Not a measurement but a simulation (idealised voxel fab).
This is a process module. Its name is voxel ribs on slabs.
The figure presents cross-section cut, which has a width of 140 nm and is divided into square cells with an edge length of 5 nm.
A cross-section in this document is a grid of square cells, and it is written down as bands, the top band listed before the ones below it; a band is made up of one or more rows of cells. Read a band's entry like this: the first values are the height of its top and the height of its bottom in nm, and what follows is the sequence of materials from left to right, each with its width in nm. Note that "empty" is empty space, and that a single material marked "full width" reaches across the band from edge to edge. Beneath 0, the wafer as received is one material, and that level is where height counting begins. The lowest band goes on downward without a bottom; it is written like "from 0 down". A two-number width, for instance "30 to 40", indicates that the width is equal to the first number in the top row of the band and to the second number in the bottom row, and that it changes by a constant amount per row of cells. Basically "everything unchanged" means that step didn't change any cell in the cross-section. The label "Listed closed voids" introduces a list of the empty spaces, 8 cells or larger, that have no open way up to the top; each entry in it reads width x height at distance, where the distance is taken from the left edge and all three are stated in nm. Note: text after step settings on the step line = simulator remark on that step. Steps that use a mask can have "overlay nm" on their line. It says how far the mask sat to the right of where it was meant to be. Negative means to the left.

[Planned step list for the process]
1: RECEIVE with material Si
2: DIRECTIONAL_DEP with material SiO2, thk nm 30
3: DIRECTIONAL_DEP with material SiN, thk nm 15
4: DIRECTIONAL_DEP with material aC, thk nm 10
5: PATTERN with tone cover, mask id RIB, material resist, width nm 30, thk nm 30, overlay nm 0
6: DIRECTIONAL_ETCH with etch materials aC, depth nm 10
7: STRIP with etch materials resist
8: DIRECTIONAL_ETCH with etch materials SiN, depth nm 5
9: STRIP with etch materials aC
10: MASKED_ETCH with tone cover, mask id SLAB, width nm 90, etch materials SiN, depth nm 10, overlay nm -10
11: FILL_DEP with material SiO2, thk nm 30
12: CMP with height nm 65
13: DIRECTIONAL_DEP with material W, thk nm 10
14: DIRECTIONAL_DEP with material aC, thk nm 10
15: PATTERN with tone cover, mask id HEATER, material resist, width nm 40, thk nm 30, overlay nm 0
16: DIRECTIONAL_ETCH with etch materials aC, depth nm 10
17: STRIP with etch materials resist
18: DIRECTIONAL_ETCH with etch materials W, depth nm 10
19: STRIP with etch materials aC
20: CONFORMAL_DEP with material SiN, thk nm 10
The overlay nm used in step 10 is not the same on every wafer, whereas the starting condition is; the value printed in the plan is the first wafer's.

[The first of several wafers as received, shown in cross-section; this is its state after step 1]
- from 0 down: Si full width
- Listed closed voids: none

[Table: wafers, a row each; end-of-module cell change per material since receipt, gain (+), loss (-); then closed voids]
overlay nm -10; +106 SiN; +322 SiO2; +16 W; Listed closed voids: none
overlay nm -5; +106 SiN; +322 SiO2; +16 W; Listed closed voids: none
overlay nm 0; +106 SiN; +322 SiO2; +16 W; Listed closed voids: none
overlay nm 5; +106 SiN; +322 SiO2; +16 W; Listed closed voids: none
overlay nm 10; +106 SiN; +322 SiO2; +16 W; Listed closed voids: none
